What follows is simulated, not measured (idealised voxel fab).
process module | voxel released beams
cross-section cut | 240 nm wide | cells 5 nm
A cross-section is a grid of square cells, given in bands from the top down. A band is one or more rows of cells.
Each band's line starts with the height of the band's top and of its bottom, in nm. Then come its materials from left to right, each with its width in nm. One material with "throughout" fills the band from edge to edge. "air" is empty space.
Height 0 is the level under which the wafer as received is all one material. The lowest band goes on downwards, as in "0 down".
A width such as "30 to 40" changes by the same amount from each row of cells to the next, from the band's top row to its bottom row.
"no change" after a step means that no cell of the cross-section changed.
closed voids: empty space of 8 cells or more with no open way to the top, each as width x height at its distance from the left edge, in nm
after a step's settings: what the simulator itself notes on the step
overlay nm, on a step with a mask: how far to the right of its planned place the mask lay; to the left if negative
plan
1 op RECEIVE | material Si
2 op CONFORMAL_DEP | material SiN | thk nm 5
3 op DIRECTIONAL_DEP | material SiO2 | thk nm 20
4 op DIRECTIONAL_DEP | material aC | thk nm 10
5 op PATTERN | tone open | mask id ANCHOR | material resist | width nm 40 | thk nm 25 | overlay nm 0
6 op DIRECTIONAL_ETCH | etch materials aC | depth nm 10
7 op STRIP | etch materials resist
8 op DIRECTIONAL_ETCH | etch materials SiO2 | depth nm 20
9 op STRIP | etch materials aC
10 op CONFORMAL_DEP | material polySi | thk nm 15
11 op DIRECTIONAL_DEP | material aC | thk nm 10
12 op PATTERN | tone cover | mask id BEAM | material resist | width nm 90 | thk nm 30 | overlay nm 0
13 op DIRECTIONAL_ETCH | etch materials aC | depth nm 10
14 op STRIP | etch materials resist
15 op DIRECTIONAL_ETCH | etch materials polySi | depth nm 15
16 op STRIP | etch materials aC
17 op STRIP | etch materials SiO2
first wafer, as planned
as received, after step 1
  0 down: Si throughout
  closed voids: none
after step 2
  5 to 0: SiN throughout
  below 0: unchanged
after step 3
  25 to 5: SiO2 throughout
  below 5: unchanged
after step 4
  35 to 25: aC throughout
  below 25: unchanged
after step 5
  60 to 35: resist 75 | air 40 | resist 125
  below 35: unchanged
after step 6
  50 to 35: resist 75 | air 40 | resist 125
  35 to 25: aC 75 | air 40 | aC 125
  below 25: unchanged
after step 7
  35 to 25: aC 75 | air 40 | aC 125
  below 25: unchanged
after step 8
  35 to 25: aC 75 | air 40 | aC 125
  25 to 5: SiO2 75 | air 40 | SiO2 125
  below 5: unchanged
after step 9
  25 to 5: SiO2 75 | air 40 | SiO2 125
  below 5: unchanged
after step 10
  40 to 25: polySi 90 | air 10 | polySi 140
  25 to 20: SiO2 75 | polySi 15 | air 10 | polySi 15 | SiO2 125
  20 to 5: SiO2 75 | polySi 40 | SiO2 125
  below 5: unchanged
after step 11
  50 to 40: aC 90 | air 10 | aC 140
  40 to 30: polySi 90 | air 10 | polySi 140
  30 to 25: polySi 90 | aC 10 | polySi 140
  25 to 20: SiO2 75 | polySi 15 | aC 10 | polySi 15 | SiO2 125
  below 20: unchanged
after step 12
  80 to 50: air 70 | resist 90 | air 80
  50 to 40: aC 90 | resist 10 | aC 140
  40 to 30: polySi 90 | resist 10 | polySi 140
  below 30: unchanged
after step 13
  70 to 50: air 70 | resist 90 | air 80
  50 to 40: air 70 | aC 20 | resist 10 | aC 60 | air 80
  below 40: unchanged
after step 14
  50 to 40: air 70 | aC 20 | air 10 | aC 60 | air 80
  40 to 30: polySi 90 | air 10 | polySi 140
  below 30: unchanged
after step 15
  50 to 40: air 70 | aC 20 | air 10 | aC 60 | air 80
  40 to 30: air 70 | polySi 20 | air 10 | polySi 60 | air 80
  30 to 25: air 70 | polySi 20 | aC 10 | polySi 60 | air 80
  below 25: unchanged
after step 16
  40 to 25: air 70 | polySi 20 | air 10 | polySi 60 | air 80
  25 to 20: SiO2 75 | polySi 15 | air 10 | polySi 15 | SiO2 125
  below 20: unchanged
after step 17
  40 to 25: air 70 | polySi 20 | air 10 | polySi 60 | air 80
  25 to 20: air 75 | polySi 15 | air 10 | polySi 15 | air 125
  20 to 5: air 75 | polySi 40 | air 125
  below 5: unchanged
second wafer: like start, like plan, one mistake. Through step 11 it matches the first wafer
when step 12 should have ended
  80 to 50: air 75 | resist 80 | air 85
  50 to 40: aC 90 | resist 10 | aC 140
  40 to 30: polySi 90 | resist 10 | polySi 140
  below 30: unchanged
when step 13 should have ended
  70 to 50: air 75 | resist 80 | air 85
  50 to 40: air 75 | aC 15 | resist 10 | aC 55 | air 85
  below 40: unchanged
when step 14 should have ended
  50 to 40: air 75 | aC 15 | air 10 | aC 55 | air 85
  40 to 30: polySi 90 | air 10 | polySi 140
  below 30: unchanged
when step 15 should have ended
  50 to 40: air 75 | aC 15 | air 10 | aC 55 | air 85
  40 to 30: air 75 | polySi 15 | air 10 | polySi 55 | air 85
  30 to 25: air 75 | polySi 15 | aC 10 | polySi 55 | air 85
  below 25: unchanged
when step 16 should have ended
  40 to 25: air 75 | polySi 15 | air 10 | polySi 55 | air 85
  25 to 20: SiO2 75 | polySi 15 | air 10 | polySi 15 | SiO2 125
  below 20: unchanged
when step 17 should have ended
  40 to 25: air 75 | polySi 15 | air 10 | polySi 55 | air 85
  25 to 20: air 75 | polySi 15 | air 10 | polySi 15 | air 125
  20 to 5: air 75 | polySi 40 | air 125
  below 5: unchanged
what went wrong: step 12 ran as: op PATTERN | tone cover | mask id BEAM | material resist | width nm 80 | thk nm 30 | overlay nm 0
at the end the second wafer has, in cells: 6 fewer of polySi
